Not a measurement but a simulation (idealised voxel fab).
This is a process module. Its name is voxel self aligned contacts.
Displayed cross-section: cut, width of 215 nm, square cells sized 5 nm.
Cross-sections here: square-cell grids, written as top-down lists of bands, a band being one or more rows of cells. Basically the band line says how high the top is and how high the bottom is, in nm, and then what's in it from left to right, every material with its width in nm. Empty space shows up as "air", and if a single material carries "all across" it runs the full band edge to edge. Height is counted from the level 0, under which the received wafer is composed throughout of one material. The lowest of the bands is not closed at the bottom but continues downward, in the notation "0 nm and below". A width such as "30->40" changes by the same amount from each row of cells to the next, from the band's top row to its bottom row. A step reported as "remained the same" is a step in which no cell of the cross-section changed. "Completely sealed voids": empty spaces of 8 cells or more with no open way to the top, each given as width x height at distance, distance from the left edge, all in nm. after a step's settings: what the simulator itself notes on the step. A step's line can hold "overlay nm"; with a mask on that step, the setting says how far right of the planned place the mask lay, while a negative setting says it lay to the left.
### plan
1. RECEIVE with material Si
2. CONFORMAL_DEP with material SiO2, thk nm 5
3. DIRECTIONAL_DEP with material polySi, thk nm 20
4. DIRECTIONAL_DEP with material SiN, thk nm 25
5. MASKED_ETCH with tone cover, mask id GATE, width nm 15, pitch nm 60, etch materials SiN, depth nm 25, overlay nm 0
6. MASKED_ETCH with tone cover, mask id GATE, width nm 25, pitch nm 60, etch materials polySi, depth nm 20, overlay nm 0
7. CONFORMAL_DEP with material SiN, thk nm 10
8. DIRECTIONAL_ETCH with etch materials SiN, depth nm 10
9. FILL_DEP with material SiO2, thk nm 10
10. CMP with height nm 55
11. DIRECTIONAL_DEP with material aC, thk nm 10
12. PATTERN with tone open, mask id CONTACT, material resist, width nm 45, thk nm 30, overlay nm 0
13. DIRECTIONAL_ETCH with etch materials aC, depth nm 10
14. STRIP with etch materials resist
15. DIRECTIONAL_ETCH with etch materials SiO2, depth nm 55
16. STRIP with etch materials aC
17. CONFORMAL_DEP with material TiN, thk nm 5
18. FILL_DEP with material Ru, thk nm 5
19. CMP with height nm 55
20. CONFORMAL_DEP with material SiCN, thk nm 5
The wafers in this document start out alike and differ in the width nm applied at step 5; the plan shows the value used for the first wafer.
### first wafer as received, after step 1
- 0 nm and below: Si all across
- Completely sealed voids: none
### Gained (+) or lost (-) cells of each material since receipt, then closed voids: one row per wafer, at the end of the module
width nm 15 | +20 Ru | +43 SiCN | +102 SiN | +282 SiO2 | +29 TiN | +40 polySi | Completely sealed voids: none
width nm 20 | +15 Ru | +43 SiCN | +112 SiN | +277 SiO2 | +29 TiN | +40 polySi | Completely sealed voids: none
width nm 25 | +10 Ru | +43 SiCN | +122 SiN | +272 SiO2 | +29 TiN | +40 polySi | Completely sealed voids: none
width nm 30 | +43 SiCN | +132 SiN | +264 SiO2 | +29 TiN | +48 polySi | Completely sealed voids: none
width nm 35 | +43 SiCN | +142 SiN | +256 SiO2 | +19 TiN | +56 polySi | Completely sealed voids: none
width nm 40 | +43 SiCN | +152 SiN | +248 SiO2 | +9 TiN | +64 polySi | Completely sealed voids: none
